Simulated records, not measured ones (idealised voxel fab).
process module | voxel self aligned vias
cross-section cut | 285 nm wide | cells 5 nm
A cross-section is a grid of square cells, given in bands from the top down. A band is one or more rows of cells.
Each band's line starts with the height of the band's top and of its bottom, in nm. Then come its materials from left to right, each with its width in nm. One material with "throughout" fills the band from edge to edge. "air" is empty space.
Height 0 is the level under which the wafer as received is all one material. The lowest band goes on downwards, as in "0 down".
A width such as "30 to 40" changes by the same amount from each row of cells to the next, from the band's top row to its bottom row.
"no change" after a step means that no cell of the cross-section changed.
closed voids: empty space of 8 cells or more with no open way to the top, each as width x height at its distance from the left edge, in nm
after a step's settings: what the simulator itself notes on the step
overlay nm, on a step with a mask: how far to the right of its planned place the mask lay; to the left if negative
plan
1 op RECEIVE | material Si
2 op CONFORMAL_DEP | material SiO2 | thk nm 15
3 op CONFORMAL_DEP | material SiCN | thk nm 5
4 op DIRECTIONAL_DEP | material SiO2 | thk nm 25
5 op DIRECTIONAL_DEP | material aC | thk nm 10
6 op PATTERN | tone open | mask id LINES | material resist | width nm 25 | pitch nm 65 | thk nm 25 | overlay nm 0
7 op DIRECTIONAL_ETCH | etch materials aC | depth nm 10
8 op STRIP | etch materials resist
9 op DIRECTIONAL_ETCH | etch materials SiO2 | depth nm 25
10 op STRIP | etch materials aC
11 op CONFORMAL_DEP | material TiN | thk nm 5
12 op FILL_DEP | material Ru | thk nm 5
13 op CMP | height nm 45
14 op SELECTIVE_ETCH | etch materials W Ru TiN | depth nm 10
15 op FILL_DEP | material SiN | thk nm 10
16 op CMP | height nm 45
17 op DIRECTIONAL_DEP | material SiO2 | thk nm 20
18 op PATTERN | tone open | mask id VIAS | material resist | width nm 45 | pitch nm 130 | thk nm 15 | overlay nm 0
19 op DIRECTIONAL_ETCH | etch materials SiO2 | depth nm 20
20 op DIRECTIONAL_ETCH | etch materials SiN | depth nm 10
21 op STRIP | etch materials resist
22 op CONFORMAL_DEP | material TiN | thk nm 5
23 op FILL_DEP | material Cu | thk nm 10
24 op CMP | height nm 65
25 op CONFORMAL_DEP | material SiCN | thk nm 5
first wafer, as planned
as received, after step 1
  0 down: Si throughout
  closed voids: none
after step 2
  15 to 0: SiO2 throughout
  below 0: unchanged
after step 3
  20 to 15: SiCN throughout
  below 15: unchanged
after step 4
  45 to 20: SiO2 throughout
  below 20: unchanged
after step 5
  55 to 45: aC throughout
  below 45: unchanged
after step 6
  80 to 55: resist 65 | air 25 | resist 40 | air 25 | resist 40 | air 25 | resist 65
  below 55: unchanged
after step 7
  70 to 55: resist 65 | air 25 | resist 40 | air 25 | resist 40 | air 25 | resist 65
  55 to 45: aC 65 | air 25 | aC 40 | air 25 | aC 40 | air 25 | aC 65
  below 45: unchanged
after step 8
  55 to 45: aC 65 | air 25 | aC 40 | air 25 | aC 40 | air 25 | aC 65
  below 45: unchanged
after step 9
  55 to 45: aC 65 | air 25 | aC 40 | air 25 | aC 40 | air 25 | aC 65
  45 to 20: SiO2 65 | air 25 | SiO2 40 | air 25 | SiO2 40 | air 25 | SiO2 65
  below 20: unchanged
after step 10
  45 to 20: SiO2 65 | air 25 | SiO2 40 | air 25 | SiO2 40 | air 25 | SiO2 65
  below 20: unchanged
after step 11
  50 to 45: TiN 70 | air 15 | TiN 50 | air 15 | TiN 50 | air 15 | TiN 70
  45 to 25: SiO2 65 | TiN 5 | air 15 | TiN 5 | SiO2 40 | TiN 5 | air 15 | TiN 5 | SiO2 40 | TiN 5 | air 15 | TiN 5 | SiO2 65
  25 to 20: SiO2 65 | TiN 25 | SiO2 40 | TiN 25 | SiO2 40 | TiN 25 | SiO2 65
  below 20: unchanged
after step 12
  55 to 50: Ru throughout
  50 to 45: TiN 70 | Ru 15 | TiN 50 | Ru 15 | TiN 50 | Ru 15 | TiN 70
  45 to 25: SiO2 65 | TiN 5 | Ru 15 | TiN 5 | SiO2 40 | TiN 5 | Ru 15 | TiN 5 | SiO2 40 | TiN 5 | Ru 15 | TiN 5 | SiO2 65
  below 25: unchanged
after step 13
  45 to 25: SiO2 65 | TiN 5 | Ru 15 | TiN 5 | SiO2 40 | TiN 5 | Ru 15 | TiN 5 | SiO2 40 | TiN 5 | Ru 15 | TiN 5 | SiO2 65
  below 25: unchanged
after step 14
  45 to 35: SiO2 65 | air 25 | SiO2 40 | air 25 | SiO2 40 | air 25 | SiO2 65
  below 35: unchanged
after step 15
  55 to 45: SiN throughout
  45 to 35: SiO2 65 | SiN 25 | SiO2 40 | SiN 25 | SiO2 40 | SiN 25 | SiO2 65
  below 35: unchanged
after step 16
  45 to 35: SiO2 65 | SiN 25 | SiO2 40 | SiN 25 | SiO2 40 | SiN 25 | SiO2 65
  below 35: unchanged
after step 17
  65 to 45: SiO2 throughout
  below 45: unchanged
after step 18
  80 to 65: resist 55 | air 45 | resist 85 | air 45 | resist 55
  below 65: unchanged
after step 19
  80 to 65: resist 55 | air 45 | resist 85 | air 45 | resist 55
  65 to 45: SiO2 55 | air 45 | SiO2 85 | air 45 | SiO2 55
  below 45: unchanged
after step 20
  80 to 65: resist 55 | air 45 | resist 85 | air 45 | resist 55
  65 to 45: SiO2 55 | air 45 | SiO2 85 | air 45 | SiO2 55
  45 to 35: SiO2 65 | air 25 | SiO2 40 | SiN 25 | SiO2 40 | air 25 | SiO2 65
  below 35: unchanged
after step 21
  65 to 45: SiO2 55 | air 45 | SiO2 85 | air 45 | SiO2 55
  below 45: unchanged
after step 22
  70 to 65: TiN 60 | air 35 | TiN 95 | air 35 | TiN 60
  65 to 50: SiO2 55 | TiN 5 | air 35 | TiN 5 | SiO2 85 | TiN 5 | air 35 | TiN 5 | SiO2 55
  50 to 45: SiO2 55 | TiN 15 | air 15 | TiN 15 | SiO2 85 | TiN 15 | air 15 | TiN 15 | SiO2 55
  45 to 40: SiO2 65 | TiN 5 | air 15 | TiN 5 | SiO2 40 | SiN 25 | SiO2 40 | TiN 5 | air 15 | TiN 5 | SiO2 65
  40 to 35: SiO2 65 | TiN 25 | SiO2 40 | SiN 25 | SiO2 40 | TiN 25 | SiO2 65
  below 35: unchanged
after step 23
  80 to 70: Cu throughout
  70 to 65: TiN 60 | Cu 35 | TiN 95 | Cu 35 | TiN 60
  65 to 50: SiO2 55 | TiN 5 | Cu 35 | TiN 5 | SiO2 85 | TiN 5 | Cu 35 | TiN 5 | SiO2 55
  50 to 45: SiO2 55 | TiN 15 | Cu 15 | TiN 15 | SiO2 85 | TiN 15 | Cu 15 | TiN 15 | SiO2 55
  45 to 40: SiO2 65 | TiN 5 | Cu 15 | TiN 5 | SiO2 40 | SiN 25 | SiO2 40 | TiN 5 | Cu 15 | TiN 5 | SiO2 65
  below 40: unchanged
after step 24
  65 to 50: SiO2 55 | TiN 5 | Cu 35 | TiN 5 | SiO2 85 | TiN 5 | Cu 35 | TiN 5 | SiO2 55
  below 50: unchanged
after step 25
  70 to 65: SiCN throughout
  below 65: unchanged
second wafer: like start, like plan, one mistake. Through step 17 it matches the first wafer
when step 18 should have ended
  80 to 65: resist 55 | air 50 | resist 80 | air 50 | resist 50
  below 65: unchanged
when step 19 should have ended
  80 to 65: resist 55 | air 50 | resist 80 | air 50 | resist 50
  65 to 45: SiO2 55 | air 50 | SiO2 80 | air 50 | SiO2 50
  below 45: unchanged
when step 20 should have ended
  80 to 65: resist 55 | air 50 | resist 80 | air 50 | resist 50
  65 to 45: SiO2 55 | air 50 | SiO2 80 | air 50 | SiO2 50
  45 to 35: SiO2 65 | air 25 | SiO2 40 | SiN 25 | SiO2 40 | air 25 | SiO2 65
  below 35: unchanged
when step 21 should have ended
  65 to 45: SiO2 55 | air 50 | SiO2 80 | air 50 | SiO2 50
  below 45: unchanged
when step 22 should have ended
  70 to 65: TiN 60 | air 40 | TiN 90 | air 40 | TiN 55
  65 to 50: SiO2 55 | TiN 5 | air 40 | TiN 5 | SiO2 80 | TiN 5 | air 40 | TiN 5 | SiO2 50
  50 to 45: SiO2 55 | TiN 15 | air 15 | TiN 20 | SiO2 80 | TiN 15 | air 15 | TiN 20 | SiO2 50
  45 to 40: SiO2 65 | TiN 5 | air 15 | TiN 5 | SiO2 40 | SiN 25 | SiO2 40 | TiN 5 | air 15 | TiN 5 | SiO2 65
  40 to 35: SiO2 65 | TiN 25 | SiO2 40 | SiN 25 | SiO2 40 | TiN 25 | SiO2 65
  below 35: unchanged
when step 23 should have ended
  80 to 70: Cu throughout
  70 to 65: TiN 60 | Cu 40 | TiN 90 | Cu 40 | TiN 55
  65 to 50: SiO2 55 | TiN 5 | Cu 40 | TiN 5 | SiO2 80 | TiN 5 | Cu 40 | TiN 5 | SiO2 50
  50 to 45: SiO2 55 | TiN 15 | Cu 15 | TiN 20 | SiO2 80 | TiN 15 | Cu 15 | TiN 20 | SiO2 50
  45 to 40: SiO2 65 | TiN 5 | Cu 15 | TiN 5 | SiO2 40 | SiN 25 | SiO2 40 | TiN 5 | Cu 15 | TiN 5 | SiO2 65
  below 40: unchanged
when step 24 should have ended
  65 to 50: SiO2 55 | TiN 5 | Cu 40 | TiN 5 | SiO2 80 | TiN 5 | Cu 40 | TiN 5 | SiO2 50
  below 50: unchanged
when step 25 should have ended
  70 to 65: SiCN throughout
  below 65: unchanged
what went wrong: step 18 ran as: op PATTERN | tone open | mask id VIAS | material resist | width nm 50 | pitch nm 130 | thk nm 15 | overlay nm 0
at the end the second wafer has, in cells: 6 more of Cu | 8 fewer of SiO2 | 2 more of TiN
